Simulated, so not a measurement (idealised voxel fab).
Herein follows the process module entitled voxel gate over fins.
Section cut is 275 nm wide and gridded with 5 nm square cells.
This document writes a cross-section as a grid whose cells are square, and gives it as bands, listed from the top down; one or more rows of cells form a band. First you get the band's top height and its bottom height, in nm, and then the materials it's made of, left to right, with each width in nm. If you see a single material with "full width", that one covers the band edge to edge. "empty" is empty space. Heights are reckoned from 0. Under this level, the received wafer is all of one material. The bottommost band is open-ended downward, for example "from 0 down". A width such as "30 to 40" changes by the same amount from each row of cells to the next, from the band's top row to its bottom row. "stayed the same" -> step changed no cross-section cell. Any empty space of 8 cells or more lacking an open way to the top shows up in "Closed void listing" as width x height at distance, distance from the left edge, in nm. On each step's line, the part that comes after the settings is the simulator's own comment on the step. Regarding "overlay nm": on a step with a mask, it is the distance the mask lay to the right of its planned place; a negative value places it to the left.
-- Listed below are the process steps as planned
step 1: RECEIVE, material Si
step 2: CONFORMAL_DEP, material SiN, thk nm 10
step 3: DIRECTIONAL_DEP, material aC, thk nm 10
step 4: PATTERN, tone cover, mask id FINS, material resist, width nm 15, pitch nm 55, thk nm 30, overlay nm 0
step 5: DIRECTIONAL_ETCH, etch materials aC, depth nm 10
step 6: STRIP, etch materials resist
step 7: DIRECTIONAL_ETCH, etch materials SiN, depth nm 5
step 8: DIRECTIONAL_ETCH, etch materials Si, depth nm 40
step 9: STRIP, etch materials aC
step 10: FILL_DEP, material SiO2, thk nm 10
step 11: CMP, height nm 10
step 12: PATTERN, tone open, mask id RAIL, material resist, width nm 15, thk nm 20, overlay nm 0
step 13: DIRECTIONAL_ETCH, etch materials SiO2, depth nm 45
step 14: STRIP, etch materials resist
step 15: CONFORMAL_DEP, material TiN, thk nm 5
step 16: FILL_DEP, material W, thk nm 5
step 17: CMP, height nm 10
step 18: SELECTIVE_ETCH, etch materials W Ru TiN, depth nm 30
step 19: FILL_DEP, material SiO2, thk nm 5
step 20: CMP, height nm 10
step 21: SELECTIVE_ETCH, etch materials SiO2, depth nm 25
step 22: STRIP, etch materials SiN
step 23: CONFORMAL_DEP, material HfO2, thk nm 5
step 24: CONFORMAL_DEP, material TiN, thk nm 5
step 25: FILL_DEP, material W, thk nm 15
step 26: CMP, height nm 20
step 27: CONFORMAL_DEP, material SiCN, thk nm 5
The plan shows the depth nm of step 7 as the first wafer had it; this setting differs between the wafers, which start out alike.
-- As-received cross-section, first of several wafers, post step 1
	from 0 down = Si full width
	Closed void listing: none
-- First wafer of several, cross-section, module end, after step 27 (last)
	from 25 to 20 = SiCN full width
	from 20 to 10 = W full width
	from 10 to 5 = TiN full width
	from 5 to 0 = HfO2 full width
	from 0 down = Si full width
	Closed void listing: none
-- Last wafer, end of module, cross-section
	from 25 to 20 = SiCN full width
	from 20 to 10 = W full width
	from 10 to 5 = 65 of W, then 35 of TiN, then 20 of W, then 35 of TiN, then 20 of W, then 35 of TiN, then 65 of W
	from 5 to 0 = 65 of W, then 5 of TiN, then 25 of HfO2, then 5 of TiN, then 20 of W, then 5 of TiN, then 25 of HfO2, then 5 of TiN, then 20 of W, then 5 of TiN, then 25 of HfO2, then 5 of TiN, then 65 of W
	from 0 to -5 = 65 of W, then 5 of TiN, then 5 of HfO2, then 15 of Si, then 5 of HfO2, then 5 of TiN, then 20 of W, then 5 of TiN, then 5 of HfO2, then 15 of Si, then 5 of HfO2, then 5 of TiN, then 20 of W, then 5 of TiN, then 5 of HfO2, then 15 of Si, then 5 of HfO2, then 5 of TiN, then 65 of W
	from -5 to -10 = 70 of TiN, then 5 of HfO2, then 15 of Si, then 5 of HfO2, then 30 of TiN, then 5 of HfO2, then 15 of Si, then 5 of HfO2, then 30 of TiN, then 5 of HfO2, then 15 of Si, then 5 of HfO2, then 70 of TiN
	from -10 to -15 = 75 of HfO2, then 15 of Si, then 40 of HfO2, then 15 of Si, then 40 of HfO2, then 15 of Si, then 75 of HfO2
	from -15 to -20 = 75 of SiO2, then 15 of Si, then 40 of SiO2, then 15 of Si, then 40 of SiO2, then 15 of Si, then 75 of SiO2
	from -20 to -30 = 75 of SiO2, then 15 of Si, then 10 of SiO2, then 5 of TiN, then 5 of W, then 5 of TiN, then 15 of SiO2, then 15 of Si, then 40 of SiO2, then 15 of Si, then 75 of SiO2
	from -30 to -35 = 75 of SiO2, then 15 of Si, then 10 of SiO2, then 15 of TiN, then 15 of SiO2, then 15 of Si, then 40 of SiO2, then 15 of Si, then 75 of SiO2
	from -35 to -40 = 75 of SiO2, then 15 of Si, then 40 of SiO2, then 15 of Si, then 40 of SiO2, then 15 of Si, then 75 of SiO2
	from -40 down = Si full width
	Closed void listing: none
-- Rows = wafers. At module end, each row lists per material the cells gained (+) or lost (-) since the wafer was received, then the closed voids
depth nm 5; +55 HfO2; +55 SiCN; +55 TiN; +110 W; Closed void listing: none
depth nm 10; +73 HfO2; -368 Si; +55 SiCN; +221 SiO2; +80 TiN; +214 W; Closed void listing: none
depth nm 15; +73 HfO2; -368 Si; +55 SiCN; +221 SiO2; +80 TiN; +214 W; Closed void listing: none
depth nm 20; +73 HfO2; -368 Si; +55 SiCN; +221 SiO2; +80 TiN; +214 W; Closed void listing: none
depth nm 25; +73 HfO2; -368 Si; +55 SiCN; +221 SiO2; +80 TiN; +214 W; Closed void listing: none
